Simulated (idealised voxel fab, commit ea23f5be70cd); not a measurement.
Process module in this document: voxel self aligned vias
The figure presents cross-section cut, which has a width of 280 nm and is divided into square cells with an edge length of 5 nm.
Cross-section = grid of square cells, listed top down in bands; band = one or more rows. What a band's entry tells you: where the top is and where the bottom is, as heights in nm, and after that what lies inside, material by material from left to right, each with its width in nm. Empty space is written as the word "blank", and a single material marked with the word "edge to edge" occupies the band from edge to edge. Zero point of the height axis is 0; under it, received wafer = one material. Lowest band: continues down indefinitely, "0 and below". Quick explanation for "30..40": the width changes in equal steps down the rows of cells, from the first number in the band's top row to the second number in its bottom row. Given "no alteration" for a step, no cell of the cross-section differs between before and after that step. Completely enclosed voids: empty space of 8 cells or more with no open way to the top, each as width x height at its distance from the left edge, in nm. Text after the settings on a step's line: the simulator's own remark on that step. You can add "overlay nm" to a step's line. For a step with a mask, it describes how far the mask lay to the right of its planned position, and a negative number describes a lay to the left.
The process steps that were planned are listed below
1) RECEIVE (material Si)
2) CONFORMAL_DEP (material SiO2; thk nm 10)
3) CONFORMAL_DEP (material SiCN; thk nm 5)
4) DIRECTIONAL_DEP (material lowk; thk nm 30)
5) DIRECTIONAL_DEP (material aC; thk nm 15)
6) PATTERN (tone open; mask id LINES; material resist; width nm 30; pitch nm 65; thk nm 35; overlay nm 0)
7) DIRECTIONAL_ETCH (etch materials aC; depth nm 15)
8) STRIP (etch materials resist)
9) DIRECTIONAL_ETCH (etch materials lowk; depth nm 30)
10) STRIP (etch materials aC)
11) CONFORMAL_DEP (material TiN; thk nm 5)
12) FILL_DEP (material W; thk nm 10)
13) CMP (height nm 45)
14) SELECTIVE_ETCH (etch materials W Ru TiN; depth nm 10)
15) FILL_DEP (material SiN; thk nm 5)
16) CMP (height nm 45)
17) DIRECTIONAL_DEP (material lowk; thk nm 20)
18) MASKED_ETCH (tone open; mask id VIAS; width nm 50; pitch nm 65; etch materials lowk; depth nm 20; overlay nm 0)
19) MASKED_ETCH (tone open; mask id VIAS; width nm 50; pitch nm 65; etch materials SiN; depth nm 10; overlay nm 0)
20) CONFORMAL_DEP (material TiN; thk nm 5)
21) FILL_DEP (material Ru; thk nm 10)
22) CMP (height nm 65)
23) CONFORMAL_DEP (material SiN; thk nm 5)
Wafer as received: cross-section following step 1
> 0 and below = Si edge to edge
> Completely enclosed voids: none
Wafer cross-section at module end: first of two, run to plan
> 70 down to 65 = SiN edge to edge
> 65 down to 50 = lowk: 50, then TiN: 5, then Ru: 40, then TiN: 5, then lowk: 15, then TiN: 5, then Ru: 40, then TiN: 5, then lowk: 15, then TiN: 5, then Ru: 40, then TiN: 5, then lowk: 50
> 50 down to 40 = lowk: 50..60, then TiN: 15..5, then Ru: 20, then TiN: 15..5, then lowk: 15..35, then TiN: 15..5, then Ru: 20, then TiN: 15..5, then lowk: 15..35, then TiN: 15..5, then Ru: 20, then TiN: 15..5, then lowk: 50..60
> 40 down to 35 = lowk: 60, then TiN: 30, then lowk: 35, then TiN: 30, then lowk: 35, then TiN: 30, then lowk: 60
> 35 down to 20 = lowk: 60, then TiN: 5, then W: 20, then TiN: 5, then lowk: 35, then TiN: 5, then W: 20, then TiN: 5, then lowk: 35, then TiN: 5, then W: 20, then TiN: 5, then lowk: 60
> 20 down to 15 = lowk: 60, then TiN: 30, then lowk: 35, then TiN: 30, then lowk: 35, then TiN: 30, then lowk: 60
> 15 down to 10 = SiCN edge to edge
> 10 down to 0 = SiO2 edge to edge
> 0 and below = Si edge to edge
> Completely enclosed voids: none
second wafer at the end: like start, like plan, one mistake
> 70 down to 65 = SiN edge to edge
> 65 down to 40 = lowk: 50, then TiN: 5, then Ru: 40, then TiN: 5, then lowk: 15, then TiN: 5, then Ru: 40, then TiN: 5, then lowk: 15, then TiN: 5, then Ru: 40, then TiN: 5, then lowk: 50
> 40 down to 35 = lowk: 50, then TiN: 50, then lowk: 15, then TiN: 50, then lowk: 15, then TiN: 50, then lowk: 50
> 35 down to 25 = lowk: 50, then TiN: 15, then W: 20, then TiN: 15, then lowk: 15, then TiN: 15, then W: 20, then TiN: 15, then lowk: 15, then TiN: 15, then W: 20, then TiN: 15, then lowk: 50
> 25 down to 20 = lowk: 60, then TiN: 5, then W: 20, then TiN: 5, then lowk: 35, then TiN: 5, then W: 20, then TiN: 5, then lowk: 35, then TiN: 5, then W: 20, then TiN: 5, then lowk: 60
> 20 down to 15 = lowk: 60, then TiN: 30, then lowk: 35, then TiN: 30, then lowk: 35, then TiN: 30, then lowk: 60
> 15 down to 10 = SiCN edge to edge
> 10 down to 0 = SiO2 edge to edge
> 0 and below = Si edge to edge
> Completely enclosed voids: none
what went wrong: twice, step 18 of the plan was run
Cell-count delta at end, second wafer over first, by material: 24 more of Ru; 24 more of TiN; 48 fewer of lowk
